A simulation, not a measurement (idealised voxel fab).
process module | voxel self aligned contacts
cross-section cut | 210 nm wide | cells 5 nm
A cross-section is a grid of square cells, given in bands from the top down. A band is one or more rows of cells.
Each band's line starts with the height of the band's top and of its bottom, in nm. Then come its materials from left to right, each with its width in nm. One material with "throughout" fills the band from edge to edge. "air" is empty space.
Height 0 is the level under which the wafer as received is all one material. The lowest band goes on downwards, as in "0 down".
A width such as "30 to 40" changes by the same amount from each row of cells to the next, from the band's top row to its bottom row.
"no change" after a step means that no cell of the cross-section changed.
closed voids: empty space of 8 cells or more with no open way to the top, each as width x height at its distance from the left edge, in nm
after a step's settings: what the simulator itself notes on the step
overlay nm, on a step with a mask: how far to the right of its planned place the mask lay; to the left if negative
Each pair below shows a cross-section before one step and the cross-section after it, down to the lowest band that changed. The line under each pair gives the step between them, with its settings. The pairs can come from different runs of this module on the same starting wafer, so a pair continues from the pair above only where its "before" says so.
before
  0 down: Si throughout
  closed voids: none
after
  5 to 0: SiO2 throughout
  below 0: unchanged
  closed voids: none
the step between: op CONFORMAL_DEP | material SiO2 | thk nm 5
before: the cross-section after the pair above
after
  35 to 5: polySi throughout
  below 5: unchanged
  closed voids: none
the step between: op DIRECTIONAL_DEP | material polySi | thk nm 30
before: the cross-section after the pair above
after
  50 to 35: SiN throughout
  below 35: unchanged
  closed voids: none
the step between: op DIRECTIONAL_DEP | material SiN | thk nm 15
before: the cross-section after the pair above
after
  50 to 35: air 60 | SiN 30 | air 25 | SiN 30 | air 65
  below 35: unchanged
  closed voids: none
the step between: op MASKED_ETCH | tone cover | mask id GATE | width nm 30 | pitch nm 55 | etch materials SiN | depth nm 15 | overlay nm 0
before: the cross-section after the pair above
after
  50 to 35: air 60 | SiN 30 | air 25 | SiN 30 | air 65
  35 to 5: air 60 | polySi 30 | air 25 | polySi 30 | air 65
  below 5: unchanged
  closed voids: none
the step between: op MASKED_ETCH | tone cover | mask id GATE | width nm 30 | pitch nm 55 | etch materials polySi | depth nm 30 | overlay nm 0
before: the cross-section after the pair above
after
  55 to 35: air 55 | SiN 40 | air 15 | SiN 40 | air 60
  35 to 10: air 55 | SiN 5 | polySi 30 | SiN 5 | air 15 | SiN 5 | polySi 30 | SiN 5 | air 60
  10 to 5: SiN 60 | polySi 30 | SiN 25 | polySi 30 | SiN 65
  below 5: unchanged
  closed voids: none
the step between: op CONFORMAL_DEP | material SiN | thk nm 5
before: the cross-section after the pair above
after
  50 to 35: air 55 | SiN 40 | air 15 | SiN 40 | air 60
  35 to 5: air 55 | SiN 5 | polySi 30 | SiN 5 | air 15 | SiN 5 | polySi 30 | SiN 5 | air 60
  below 5: unchanged
  closed voids: none
the step between: op DIRECTIONAL_ETCH | etch materials SiN | depth nm 5
before: the cross-section after the pair above
after
  70 to 50: SiO2 throughout
  50 to 35: SiO2 55 | SiN 40 | SiO2 15 | SiN 40 | SiO2 60
  35 to 5: SiO2 55 | SiN 5 | polySi 30 | SiN 5 | SiO2 15 | SiN 5 | polySi 30 | SiN 5 | SiO2 60
  below 5: unchanged
  closed voids: none
the step between: op FILL_DEP | material SiO2 | thk nm 20
before: the cross-section after the pair above
after
  60 to 50: SiO2 throughout
  below 50: unchanged
  closed voids: none
the step between: op CMP | height nm 60
before: the cross-section after the pair above
after
  60 to 50: SiO2 85 | air 35 | SiO2 90
  50 to 35: SiO2 55 | SiN 40 | air 15 | SiN 40 | SiO2 60
  35 to 5: SiO2 55 | SiN 5 | polySi 30 | SiN 5 | air 15 | SiN 5 | polySi 30 | SiN 5 | SiO2 60
  5 to 0: SiO2 95 | air 15 | SiO2 100
  below 0: unchanged
  closed voids: none
the step between: op MASKED_ETCH | tone open | mask id CONTACT | width nm 35 | etch materials SiO2 | depth nm 60 | overlay nm 0
before: the cross-section after the pair above
after
  65 to 60: TiN 90 | air 25 | TiN 95
  60 to 50: SiO2 85 | TiN 5 to 15 | air 25 to 5 | TiN 5 to 15 | SiO2 90
  50 to 35: SiO2 55 | SiN 40 | TiN 5 | air 5 | TiN 5 | SiN 40 | SiO2 60
  35 to 5: SiO2 55 | SiN 5 | polySi 30 | SiN 5 | TiN 5 | air 5 | TiN 5 | SiN 5 | polySi 30 | SiN 5 | SiO2 60
  5 to 0: SiO2 95 | TiN 15 | SiO2 100
  below 0: unchanged
  closed voids: none
the step between: op CONFORMAL_DEP | material TiN | thk nm 5
before: the cross-section after the pair above
after
  70 to 65: Ru throughout
  65 to 60: TiN 90 | Ru 25 | TiN 95
  60 to 50: SiO2 85 | TiN 5 to 15 | Ru 25 to 5 | TiN 5 to 15 | SiO2 90
  50 to 35: SiO2 55 | SiN 40 | TiN 5 | Ru 5 | TiN 5 | SiN 40 | SiO2 60
  35 to 5: SiO2 55 | SiN 5 | polySi 30 | SiN 5 | TiN 5 | Ru 5 | TiN 5 | SiN 5 | polySi 30 | SiN 5 | SiO2 60
  below 5: unchanged
  closed voids: none
the step between: op FILL_DEP | material Ru | thk nm 5
before: the cross-section after the pair above
after
  60 to 50: SiO2 85 | TiN 5 to 15 | Ru 25 to 5 | TiN 5 to 15 | SiO2 90
  below 50: unchanged
  closed voids: none
the step between: op CMP | height nm 60
before: the cross-section after the pair above
after
  65 to 60: SiCN throughout
  below 60: unchanged
  closed voids: none
the step between: op CONFORMAL_DEP | material SiCN | thk nm 5
before
  0 down: Si throughout
  closed voids: none
after
  30 to 0: polySi throughout
  below 0: unchanged
  closed voids: none
the step between: op DIRECTIONAL_DEP | material polySi | thk nm 30
before: the cross-section after the pair above
after
  45 to 30: SiN throughout
  below 30: unchanged
  closed voids: none
the step between: op DIRECTIONAL_DEP | material SiN | thk nm 15
before: the cross-section after the pair above
after
  45 to 30: air 60 | SiN 30 | air 25 | SiN 30 | air 65
  below 30: unchanged
  closed voids: none
the step between: op MASKED_ETCH | tone cover | mask id GATE | width nm 30 | pitch nm 55 | etch materials SiN | depth nm 15 | overlay nm 0
before: the cross-section after the pair above
after
  45 to 30: air 60 | SiN 30 | air 25 | SiN 30 | air 65
  30 to 0: air 60 | polySi 30 | air 25 | polySi 30 | air 65
  below 0: unchanged
  closed voids: none
the step between: op MASKED_ETCH | tone cover | mask id GATE | width nm 30 | pitch nm 55 | etch materials polySi | depth nm 30 | overlay nm 0
before: the cross-section after the pair above
after
  50 to 30: air 55 | SiN 40 | air 15 | SiN 40 | air 60
  30 to 5: air 55 | SiN 5 | polySi 30 | SiN 5 | air 15 | SiN 5 | polySi 30 | SiN 5 | air 60
  5 to 0: SiN 60 | polySi 30 | SiN 25 | polySi 30 | SiN 65
  below 0: unchanged
  closed voids: none
the step between: op CONFORMAL_DEP | material SiN | thk nm 5
before: the cross-section after the pair above
after
  45 to 30: air 55 | SiN 40 | air 15 | SiN 40 | air 60
  30 to 0: air 55 | SiN 5 | polySi 30 | SiN 5 | air 15 | SiN 5 | polySi 30 | SiN 5 | air 60
  below 0: unchanged
  closed voids: none
the step between: op DIRECTIONAL_ETCH | etch materials SiN | depth nm 5
before: the cross-section after the pair above
after
  65 to 45: SiO2 throughout
  45 to 30: SiO2 55 | SiN 40 | SiO2 15 | SiN 40 | SiO2 60
  30 to 0: SiO2 55 | SiN 5 | polySi 30 | SiN 5 | SiO2 15 | SiN 5 | polySi 30 | SiN 5 | SiO2 60
  below 0: unchanged
  closed voids: none
the step between: op FILL_DEP | material SiO2 | thk nm 20
before: the cross-section after the pair above
after
  60 to 45: SiO2 throughout
  below 45: unchanged
  closed voids: none
the step between: op CMP | height nm 60
before: the cross-section after the pair above
after
  60 to 45: SiO2 85 | air 35 | SiO2 90
  45 to 30: SiO2 55 | SiN 40 | air 15 | SiN 40 | SiO2 60
  30 to 0: SiO2 55 | SiN 5 | polySi 30 | SiN 5 | air 15 | SiN 5 | polySi 30 | SiN 5 | SiO2 60
  below 0: unchanged
  closed voids: none
the step between: op MASKED_ETCH | tone open | mask id CONTACT | width nm 35 | etch materials SiO2 | depth nm 60 | overlay nm 0
before: the cross-section after the pair above
after
  65 to 60: TiN 90 | air 25 | TiN 95
  60 to 50: SiO2 85 | TiN 5 | air 25 | TiN 5 | SiO2 90
  50 to 45: SiO2 85 | TiN 15 | air 5 | TiN 15 | SiO2 90
  45 to 30: SiO2 55 | SiN 40 | TiN 5 | air 5 | TiN 5 | SiN 40 | SiO2 60
  30 to 5: SiO2 55 | SiN 5 | polySi 30 | SiN 5 | TiN 5 | air 5 | TiN 5 | SiN 5 | polySi 30 | SiN 5 | SiO2 60
  5 to 0: SiO2 55 | SiN 5 | polySi 30 | SiN 5 | TiN 15 | SiN 5 | polySi 30 | SiN 5 | SiO2 60
  below 0: unchanged
  closed voids: none
the step between: op CONFORMAL_DEP | material TiN | thk nm 5
before: the cross-section after the pair above
after
  70 to 65: Ru throughout
  65 to 60: TiN 90 | Ru 25 | TiN 95
  60 to 50: SiO2 85 | TiN 5 | Ru 25 | TiN 5 | SiO2 90
  50 to 45: SiO2 85 | TiN 15 | Ru 5 | TiN 15 | SiO2 90
  45 to 30: SiO2 55 | SiN 40 | TiN 5 | Ru 5 | TiN 5 | SiN 40 | SiO2 60
  30 to 5: SiO2 55 | SiN 5 | polySi 30 | SiN 5 | TiN 5 | Ru 5 | TiN 5 | SiN 5 | polySi 30 | SiN 5 | SiO2 60
  below 5: unchanged
  closed voids: none
the step between: op FILL_DEP | material Ru | thk nm 5
before: the cross-section after the pair above
after
  60 to 50: SiO2 85 | TiN 5 | Ru 25 | TiN 5 | SiO2 90
  below 50: unchanged
  closed voids: none
the step between: op CMP | height nm 60
before: the cross-section after the pair above
after
  65 to 60: SiCN throughout
  below 60: unchanged
  closed voids: none
the step between: op CONFORMAL_DEP | material SiCN | thk nm 5
before
  35 to 5: polySi throughout
  5 to 0: SiO2 throughout
  0 down: Si throughout
  closed voids: none
after
  65 to 5: polySi throughout
  below 5: unchanged
  closed voids: none
the step between: op DIRECTIONAL_DEP | material polySi | thk nm 30
before: the cross-section after the pair above
after
  80 to 65: SiN throughout
  below 65: unchanged
  closed voids: none
the step between: op DIRECTIONAL_DEP | material SiN | thk nm 15
before: the cross-section after the pair above
after
  80 to 65: air 60 | SiN 30 | air 25 | SiN 30 | air 65
  below 65: unchanged
  closed voids: none
the step between: op MASKED_ETCH | tone cover | mask id GATE | width nm 30 | pitch nm 55 | etch materials SiN | depth nm 15 | overlay nm 0
before: the cross-section after the pair above
after
  80 to 65: air 60 | SiN 30 | air 25 | SiN 30 | air 65
  65 to 35: air 60 | polySi 30 | air 25 | polySi 30 | air 65
  below 35: unchanged
  closed voids: none
the step between: op MASKED_ETCH | tone cover | mask id GATE | width nm 30 | pitch nm 55 | etch materials polySi | depth nm 30 | overlay nm 0
before: the cross-section after the pair above
after
  85 to 65: air 55 | SiN 40 | air 15 | SiN 40 | air 60
  65 to 40: air 55 | SiN 5 | polySi 30 | SiN 5 | air 15 | SiN 5 | polySi 30 | SiN 5 | air 60
  40 to 35: SiN 60 | polySi 30 | SiN 25 | polySi 30 | SiN 65
  below 35: unchanged
  closed voids: none
the step between: op CONFORMAL_DEP | material SiN | thk nm 5
before: the cross-section after the pair above
after
  80 to 65: air 55 | SiN 40 | air 15 | SiN 40 | air 60
  65 to 35: air 55 | SiN 5 | polySi 30 | SiN 5 | air 15 | SiN 5 | polySi 30 | SiN 5 | air 60
  below 35: unchanged
  closed voids: none
the step between: op DIRECTIONAL_ETCH | etch materials SiN | depth nm 5
before: the cross-section after the pair above
after
  100 to 80: SiO2 throughout
  80 to 65: SiO2 55 | SiN 40 | SiO2 15 | SiN 40 | SiO2 60
  65 to 35: SiO2 55 | SiN 5 | polySi 30 | SiN 5 | SiO2 15 | SiN 5 | polySi 30 | SiN 5 | SiO2 60
  below 35: unchanged
  closed voids: none
the step between: op FILL_DEP | material SiO2 | thk nm 20
before: the cross-section after the pair above
after
  60 to 35: SiO2 55 | SiN 5 | polySi 30 | SiN 5 | SiO2 15 | SiN 5 | polySi 30 | SiN 5 | SiO2 60
  below 35: unchanged
  closed voids: none
the step between: op CMP | height nm 60
before: the cross-section after the pair above
after
  60 to 35: SiO2 55 | SiN 5 | polySi 30 | SiN 5 | air 15 | SiN 5 | polySi 30 | SiN 5 | SiO2 60
  below 35: unchanged
  closed voids: none
the step between: op MASKED_ETCH | tone open | mask id CONTACT | width nm 35 | etch materials SiO2 | depth nm 60 | overlay nm 0
before: the cross-section after the pair above
after
  65 to 60: TiN 100 | air 5 | TiN 105
  60 to 40: SiO2 55 | SiN 5 | polySi 30 | SiN 5 | TiN 5 | air 5 | TiN 5 | SiN 5 | polySi 30 | SiN 5 | SiO2 60
  40 to 35: SiO2 55 | SiN 5 | polySi 30 | SiN 5 | TiN 15 | SiN 5 | polySi 30 | SiN 5 | SiO2 60
  below 35: unchanged
  closed voids: none
the step between: op CONFORMAL_DEP | material TiN | thk nm 5
before: the cross-section after the pair above
after
  70 to 65: Ru throughout
  65 to 60: TiN 100 | Ru 5 | TiN 105
  60 to 40: SiO2 55 | SiN 5 | polySi 30 | SiN 5 | TiN 5 | Ru 5 | TiN 5 | SiN 5 | polySi 30 | SiN 5 | SiO2 60
  below 40: unchanged
  closed voids: none
the step between: op FILL_DEP | material Ru | thk nm 5
before: the cross-section after the pair above
after
  60 to 40: SiO2 55 | SiN 5 | polySi 30 | SiN 5 | TiN 5 | Ru 5 | TiN 5 | SiN 5 | polySi 30 | SiN 5 | SiO2 60
  below 40: unchanged
  closed voids: none
the step between: op CMP | height nm 60
before: the cross-section after the pair above
after
  65 to 60: SiCN throughout
  below 60: unchanged
  closed voids: none
the step between: op CONFORMAL_DEP | material SiCN | thk nm 5
before
  5 to 0: SiO2 throughout
  0 down: Si throughout
  closed voids: none
after
  20 to 5: SiN throughout
  below 5: unchanged
  closed voids: none
the step between: op DIRECTIONAL_DEP | material SiN | thk nm 15
before: the cross-section after the pair above
after
  50 to 20: polySi throughout
  below 20: unchanged
  closed voids: none
the step between: op DIRECTIONAL_DEP | material polySi | thk nm 30
before: the cross-section after the pair above
after
  50 to 20: air 60 | polySi 30 | air 25 | polySi 30 | air 65
  below 20: unchanged
  closed voids: none
the step between: op MASKED_ETCH | tone cover | mask id GATE | width nm 30 | pitch nm 55 | etch materials polySi | depth nm 30 | overlay nm 0
before: the cross-section after the pair above
after
  55 to 50: air 55 | SiN 40 | air 15 | SiN 40 | air 60
  50 to 25: air 55 | SiN 5 | polySi 30 | SiN 5 | air 15 | SiN 5 | polySi 30 | SiN 5 | air 60
  25 to 20: SiN 60 | polySi 30 | SiN 25 | polySi 30 | SiN 65
  below 20: unchanged
  closed voids: none
the step between: op CONFORMAL_DEP | material SiN | thk nm 5
before: the cross-section after the pair above
after
  50 to 20: air 55 | SiN 5 | polySi 30 | SiN 5 | air 15 | SiN 5 | polySi 30 | SiN 5 | air 60
  below 20: unchanged
  closed voids: none
the step between: op DIRECTIONAL_ETCH | etch materials SiN | depth nm 5
before: the cross-section after the pair above
after
  70 to 50: SiO2 throughout
  50 to 20: SiO2 55 | SiN 5 | polySi 30 | SiN 5 | SiO2 15 | SiN 5 | polySi 30 | SiN 5 | SiO2 60
  below 20: unchanged
  closed voids: none
the step between: op FILL_DEP | material SiO2 | thk nm 20
before: the cross-section after the pair above
after
  60 to 50: SiO2 throughout
  below 50: unchanged
  closed voids: none
the step between: op CMP | height nm 60
before: the cross-section after the pair above
after
  60 to 50: SiO2 85 | air 35 | SiO2 90
  50 to 20: SiO2 55 | SiN 5 | polySi 30 | SiN 5 | air 15 | SiN 5 | polySi 30 | SiN 5 | SiO2 60
  below 20: unchanged
  closed voids: none
the step between: op MASKED_ETCH | tone open | mask id CONTACT | width nm 35 | etch materials SiO2 | depth nm 60 | overlay nm 0
before: the cross-section after the pair above
after
  65 to 60: TiN 90 | air 25 | TiN 95
  60 to 50: SiO2 85 | TiN 5 to 15 | air 25 to 5 | TiN 5 to 15 | SiO2 90
  50 to 25: SiO2 55 | SiN 5 | polySi 30 | SiN 5 | TiN 5 | air 5 | TiN 5 | SiN 5 | polySi 30 | SiN 5 | SiO2 60
  25 to 20: SiO2 55 | SiN 5 | polySi 30 | SiN 5 | TiN 15 | SiN 5 | polySi 30 | SiN 5 | SiO2 60
  below 20: unchanged
  closed voids: none
the step between: op CONFORMAL_DEP | material TiN | thk nm 5
before: the cross-section after the pair above
after
  70 to 65: Ru throughout
  65 to 60: TiN 90 | Ru 25 | TiN 95
  60 to 50: SiO2 85 | TiN 5 to 15 | Ru 25 to 5 | TiN 5 to 15 | SiO2 90
  50 to 25: SiO2 55 | SiN 5 | polySi 30 | SiN 5 | TiN 5 | Ru 5 | TiN 5 | SiN 5 | polySi 30 | SiN 5 | SiO2 60
  below 25: unchanged
  closed voids: none
the step between: op FILL_DEP | material Ru | thk nm 5
before: the cross-section after the pair above
after
  60 to 50: SiO2 85 | TiN 5 to 15 | Ru 25 to 5 | TiN 5 to 15 | SiO2 90
  below 50: unchanged
  closed voids: none
the step between: op CMP | height nm 60
before: the cross-section after the pair above
after
  65 to 60: SiCN throughout
  below 60: unchanged
  closed voids: none
the step between: op CONFORMAL_DEP | material SiCN | thk nm 5
before
  5 to 0: SiO2 throughout
  0 down: Si throughout
  closed voids: none
after
  40 to 5: polySi throughout
  below 5: unchanged
  closed voids: none
the step between: op DIRECTIONAL_DEP | material polySi | thk nm 35
before: the cross-section after the pair above
after
  55 to 40: SiN throughout
  below 40: unchanged
  closed voids: none
the step between: op DIRECTIONAL_DEP | material SiN | thk nm 15
before: the cross-section after the pair above
after
  55 to 40: air 60 | SiN 30 | air 25 | SiN 30 | air 65
  below 40: unchanged
  closed voids: none
the step between: op MASKED_ETCH | tone cover | mask id GATE | width nm 30 | pitch nm 55 | etch materials SiN | depth nm 15 | overlay nm 0
before: the cross-section after the pair above
after
  55 to 40: air 60 | SiN 30 | air 25 | SiN 30 | air 65
  40 to 10: air 60 | polySi 30 | air 25 | polySi 30 | air 65
  below 10: unchanged
  closed voids: none
the step between: op MASKED_ETCH | tone cover | mask id GATE | width nm 30 | pitch nm 55 | etch materials polySi | depth nm 30 | overlay nm 0
before: the cross-section after the pair above
after
  60 to 40: air 55 | SiN 40 | air 15 | SiN 40 | air 60
  40 to 15: air 55 | SiN 5 | polySi 30 | SiN 5 | air 15 | SiN 5 | polySi 30 | SiN 5 | air 60
  15 to 10: SiN 60 | polySi 30 | SiN 25 | polySi 30 | SiN 65
  below 10: unchanged
  closed voids: none
the step between: op CONFORMAL_DEP | material SiN | thk nm 5
before: the cross-section after the pair above
after
  55 to 40: air 55 | SiN 40 | air 15 | SiN 40 | air 60
  40 to 10: air 55 | SiN 5 | polySi 30 | SiN 5 | air 15 | SiN 5 | polySi 30 | SiN 5 | air 60
  below 10: unchanged
  closed voids: none
the step between: op DIRECTIONAL_ETCH | etch materials SiN | depth nm 5
before: the cross-section after the pair above
after
  75 to 55: SiO2 throughout
  55 to 40: SiO2 55 | SiN 40 | SiO2 15 | SiN 40 | SiO2 60
  40 to 10: SiO2 55 | SiN 5 | polySi 30 | SiN 5 | SiO2 15 | SiN 5 | polySi 30 | SiN 5 | SiO2 60
  below 10: unchanged
  closed voids: none
the step between: op FILL_DEP | material SiO2 | thk nm 20
before: the cross-section after the pair above
after
  60 to 55: SiO2 throughout
  below 55: unchanged
  closed voids: none
the step between: op CMP | height nm 60
before: the cross-section after the pair above
after
  60 to 55: SiO2 85 | air 35 | SiO2 90
  55 to 40: SiO2 55 | SiN 40 | air 15 | SiN 40 | SiO2 60
  40 to 10: SiO2 55 | SiN 5 | polySi 30 | SiN 5 | air 15 | SiN 5 | polySi 30 | SiN 5 | SiO2 60
  below 10: unchanged
  closed voids: none
the step between: op MASKED_ETCH | tone open | mask id CONTACT | width nm 35 | etch materials SiO2 | depth nm 60 | overlay nm 0
before: the cross-section after the pair above
after
  65 to 60: TiN 90 | air 25 | TiN 95
  60 to 55: SiO2 85 | TiN 15 | air 5 | TiN 15 | SiO2 90
  55 to 40: SiO2 55 | SiN 40 | TiN 5 | air 5 | TiN 5 | SiN 40 | SiO2 60
  40 to 15: SiO2 55 | SiN 5 | polySi 30 | SiN 5 | TiN 5 | air 5 | TiN 5 | SiN 5 | polySi 30 | SiN 5 | SiO2 60
  15 to 10: SiO2 55 | SiN 5 | polySi 30 | SiN 5 | TiN 15 | SiN 5 | polySi 30 | SiN 5 | SiO2 60
  below 10: unchanged
  closed voids: none
the step between: op CONFORMAL_DEP | material TiN | thk nm 5
before: the cross-section after the pair above
after
  70 to 65: Ru throughout
  65 to 60: TiN 90 | Ru 25 | TiN 95
  60 to 55: SiO2 85 | TiN 15 | Ru 5 | TiN 15 | SiO2 90
  55 to 40: SiO2 55 | SiN 40 | TiN 5 | Ru 5 | TiN 5 | SiN 40 | SiO2 60
  40 to 15: SiO2 55 | SiN 5 | polySi 30 | SiN 5 | TiN 5 | Ru 5 | TiN 5 | SiN 5 | polySi 30 | SiN 5 | SiO2 60
  below 15: unchanged
  closed voids: none
the step between: op FILL_DEP | material Ru | thk nm 5
before: the cross-section after the pair above
after
  60 to 55: SiO2 85 | TiN 15 | Ru 5 | TiN 15 | SiO2 90
  below 55: unchanged
  closed voids: none
the step between: op CMP | height nm 60
before: the cross-section after the pair above
after
  65 to 60: SiCN throughout
  below 60: unchanged
  closed voids: none
the step between: op CONFORMAL_DEP | material SiCN | thk nm 5
before
  50 to 35: air 60 | SiN 30 | air 25 | SiN 30 | air 65
  35 to 5: polySi throughout
  5 to 0: SiO2 throughout
  0 down: Si throughout
  closed voids: none
after
  50 to 35: air 60 | SiN 30 | air 25 | SiN 30 | air 65
  35 to 5: air 55 | polySi 40 | air 15 | polySi 40 | air 60
  below 5: unchanged
  closed voids: none
the step between: op MASKED_ETCH | tone cover | mask id GATE | width nm 40 | pitch nm 55 | etch materials polySi | depth nm 30 | overlay nm 0
before: the cross-section after the pair above
after
  55 to 40: air 55 | SiN 40 | air 15 | SiN 40 | air 60
  40 to 35: air 50 | SiN 50 | air 5 | SiN 50 | air 55
  35 to 10: air 50 | SiN 5 | polySi 40 | SiN 5 | air 5 | SiN 5 | polySi 40 | SiN 5 | air 55
  10 to 5: SiN 55 | polySi 40 | SiN 15 | polySi 40 | SiN 60
  below 5: unchanged
  closed voids: none
the step between: op CONFORMAL_DEP | material SiN | thk nm 5
before: the cross-section after the pair above
after
  50 to 35: air 55 | SiN 40 | air 15 | SiN 40 | air 60
  35 to 5: air 50 | SiN 5 | polySi 40 | SiN 5 | air 5 | SiN 5 | polySi 40 | SiN 5 | air 55
  below 5: unchanged
  closed voids: none
the step between: op DIRECTIONAL_ETCH | etch materials SiN | depth nm 5
before: the cross-section after the pair above
after
  70 to 50: SiO2 throughout
  50 to 35: SiO2 55 | SiN 40 | SiO2 15 | SiN 40 | SiO2 60
  35 to 5: SiO2 50 | SiN 5 | polySi 40 | SiN 5 | SiO2 5 | SiN 5 | polySi 40 | SiN 5 | SiO2 55
  below 5: unchanged
  closed voids: none
the step between: op FILL_DEP | material SiO2 | thk nm 20
before: the cross-section after the pair above
after
  60 to 50: SiO2 throughout
  below 50: unchanged
  closed voids: none
the step between: op CMP | height nm 60
before: the cross-section after the pair above
after
  60 to 50: SiO2 85 | air 35 | SiO2 90
  50 to 35: SiO2 55 | SiN 40 | air 15 | SiN 40 | SiO2 60
  35 to 5: SiO2 50 | SiN 5 | polySi 40 | SiN 5 | air 5 | SiN 5 | polySi 40 | SiN 5 | SiO2 55
  5 to 0: SiO2 100 | air 5 | SiO2 105
  below 0: unchanged
  closed voids: none
the step between: op MASKED_ETCH | tone open | mask id CONTACT | width nm 35 | etch materials SiO2 | depth nm 60 | overlay nm 0
before: the cross-section after the pair above
after
  65 to 60: TiN 90 | air 25 | TiN 95
  60 to 50: SiO2 85 | TiN 5 to 15 | air 25 to 5 | TiN 5 to 15 | SiO2 90
  50 to 40: SiO2 55 | SiN 40 | TiN 5 | air 5 | TiN 5 | SiN 40 | SiO2 60
  40 to 35: SiO2 55 | SiN 40 | TiN 15 | SiN 40 | SiO2 60
  35 to 5: SiO2 50 | SiN 5 | polySi 40 | SiN 5 | TiN 5 | SiN 5 | polySi 40 | SiN 5 | SiO2 55
  5 to 0: SiO2 100 | TiN 5 | SiO2 105
  below 0: unchanged
  closed voids: none
the step between: op CONFORMAL_DEP | material TiN | thk nm 5
before: the cross-section after the pair above
after
  70 to 65: Ru throughout
  65 to 60: TiN 90 | Ru 25 | TiN 95
  60 to 50: SiO2 85 | TiN 5 to 15 | Ru 25 to 5 | TiN 5 to 15 | SiO2 90
  50 to 40: SiO2 55 | SiN 40 | TiN 5 | Ru 5 | TiN 5 | SiN 40 | SiO2 60
  below 40: unchanged
  closed voids: none
the step between: op FILL_DEP | material Ru | thk nm 5
before: the cross-section after the pair above
after
  60 to 50: SiO2 85 | TiN 5 to 15 | Ru 25 to 5 | TiN 5 to 15 | SiO2 90
  below 50: unchanged
  closed voids: none
the step between: op CMP | height nm 60
before: the cross-section after the pair above
after
  65 to 60: SiCN throughout
  below 60: unchanged
  closed voids: none
the step between: op CONFORMAL_DEP | material SiCN | thk nm 5
before
  60 to 50: SiO2 throughout
  50 to 35: SiO2 55 | SiN 40 | SiO2 15 | SiN 40 | SiO2 60
  35 to 5: SiO2 55 | SiN 5 | polySi 30 | SiN 5 | SiO2 15 | SiN 5 | polySi 30 | SiN 5 | SiO2 60
  5 to 0: SiO2 throughout
  0 down: Si throughout
  closed voids: none
after
  60 to 50: SiO2 90 | air 35 | SiO2 85
  50 to 35: SiO2 55 | SiN 40 | air 15 | SiN 40 | SiO2 60
  35 to 5: SiO2 55 | SiN 5 | polySi 30 | SiN 5 | air 15 | SiN 5 | polySi 30 | SiN 5 | SiO2 60
  5 to 0: SiO2 95 | air 15 | SiO2 100
  below 0: unchanged
  closed voids: none
the step between: op MASKED_ETCH | tone open | mask id CONTACT | width nm 35 | etch materials SiO2 | depth nm 60 | overlay nm 5
before: the cross-section after the pair above
after
  65 to 60: TiN 95 | air 25 | TiN 90
  60 to 50: SiO2 90 | TiN 5 to 10 | air 25 to 5 | TiN 5 to 20 | SiO2 85
  50 to 35: SiO2 55 | SiN 40 | TiN 5 | air 5 | TiN 5 | SiN 40 | SiO2 60
  35 to 5: SiO2 55 | SiN 5 | polySi 30 | SiN 5 | TiN 5 | air 5 | TiN 5 | SiN 5 | polySi 30 | SiN 5 | SiO2 60
  5 to 0: SiO2 95 | TiN 15 | SiO2 100
  below 0: unchanged
  closed voids: none
the step between: op CONFORMAL_DEP | material TiN | thk nm 5
before: the cross-section after the pair above
after
  70 to 65: Ru throughout
  65 to 60: TiN 95 | Ru 25 | TiN 90
  60 to 50: SiO2 90 | TiN 5 to 10 | Ru 25 to 5 | TiN 5 to 20 | SiO2 85
  50 to 35: SiO2 55 | SiN 40 | TiN 5 | Ru 5 | TiN 5 | SiN 40 | SiO2 60
  35 to 5: SiO2 55 | SiN 5 | polySi 30 | SiN 5 | TiN 5 | Ru 5 | TiN 5 | SiN 5 | polySi 30 | SiN 5 | SiO2 60
  below 5: unchanged
  closed voids: none
the step between: op FILL_DEP | material Ru | thk nm 5
before: the cross-section after the pair above
after
  60 to 50: SiO2 90 | TiN 5 to 10 | Ru 25 to 5 | TiN 5 to 20 | SiO2 85
  below 50: unchanged
  closed voids: none
the step between: op CMP | height nm 60
before: the cross-section after the pair above
after
  65 to 60: SiCN throughout
  below 60: unchanged
  closed voids: none
the step between: op CONFORMAL_DEP | material SiCN | thk nm 5
before
  5 to 0: SiO2 throughout
  0 down: Si throughout
  closed voids: none
after
  35 to 5: TiN throughout
  below 5: unchanged
  closed voids: none
the step between: op DIRECTIONAL_DEP | material TiN | thk nm 30
before: the cross-section after the pair above
after
  50 to 35: SiN throughout
  below 35: unchanged
  closed voids: none
the step between: op DIRECTIONAL_DEP | material SiN | thk nm 15
before: the cross-section after the pair above
after
  50 to 35: air 60 | SiN 30 | air 25 | SiN 30 | air 65
  below 35: unchanged
  closed voids: none
the step between: op MASKED_ETCH | tone cover | mask id GATE | width nm 30 | pitch nm 55 | etch materials SiN | depth nm 15 | overlay nm 0
before: the cross-section after the pair above
after
  55 to 40: air 55 | SiN 40 | air 15 | SiN 40 | air 60
  40 to 35: SiN throughout
  below 35: unchanged
  closed voids: none
the step between: op CONFORMAL_DEP | material SiN | thk nm 5
before: the cross-section after the pair above
after
  50 to 35: air 55 | SiN 40 | air 15 | SiN 40 | air 60
  below 35: unchanged
  closed voids: none
the step between: op DIRECTIONAL_ETCH | etch materials SiN | depth nm 5
before: the cross-section after the pair above
after
  70 to 50: SiO2 throughout
  50 to 35: SiO2 55 | SiN 40 | SiO2 15 | SiN 40 | SiO2 60
  below 35: unchanged
  closed voids: none
the step between: op FILL_DEP | material SiO2 | thk nm 20
before: the cross-section after the pair above
after
  60 to 50: SiO2 throughout
  below 50: unchanged
  closed voids: none
the step between: op CMP | height nm 60
before: the cross-section after the pair above
after
  60 to 50: SiO2 85 | air 35 | SiO2 90
  50 to 35: SiO2 55 | SiN 40 | air 15 | SiN 40 | SiO2 60
  below 35: unchanged
  closed voids: none
the step between: op MASKED_ETCH | tone open | mask id CONTACT | width nm 35 | etch materials SiO2 | depth nm 60 | overlay nm 0
before: the cross-section after the pair above
after
  65 to 60: TiN 90 | air 25 | TiN 95
  60 to 50: SiO2 85 | TiN 5 to 15 | air 25 to 5 | TiN 5 to 15 | SiO2 90
  50 to 40: SiO2 55 | SiN 40 | TiN 5 | air 5 | TiN 5 | SiN 40 | SiO2 60
  40 to 35: SiO2 55 | SiN 40 | TiN 15 | SiN 40 | SiO2 60
  below 35: unchanged
  closed voids: none
the step between: op CONFORMAL_DEP | material TiN | thk nm 5
before: the cross-section after the pair above
after
  70 to 65: Ru throughout
  65 to 60: TiN 90 | Ru 25 | TiN 95
  60 to 50: SiO2 85 | TiN 5 to 15 | Ru 25 to 5 | TiN 5 to 15 | SiO2 90
  50 to 40: SiO2 55 | SiN 40 | TiN 5 | Ru 5 | TiN 5 | SiN 40 | SiO2 60
  below 40: unchanged
  closed voids: none
the step between: op FILL_DEP | material Ru | thk nm 5
before: the cross-section after the pair above
after
  60 to 50: SiO2 85 | TiN 5 to 15 | Ru 25 to 5 | TiN 5 to 15 | SiO2 90
  below 50: unchanged
  closed voids: none
the step between: op CMP | height nm 60
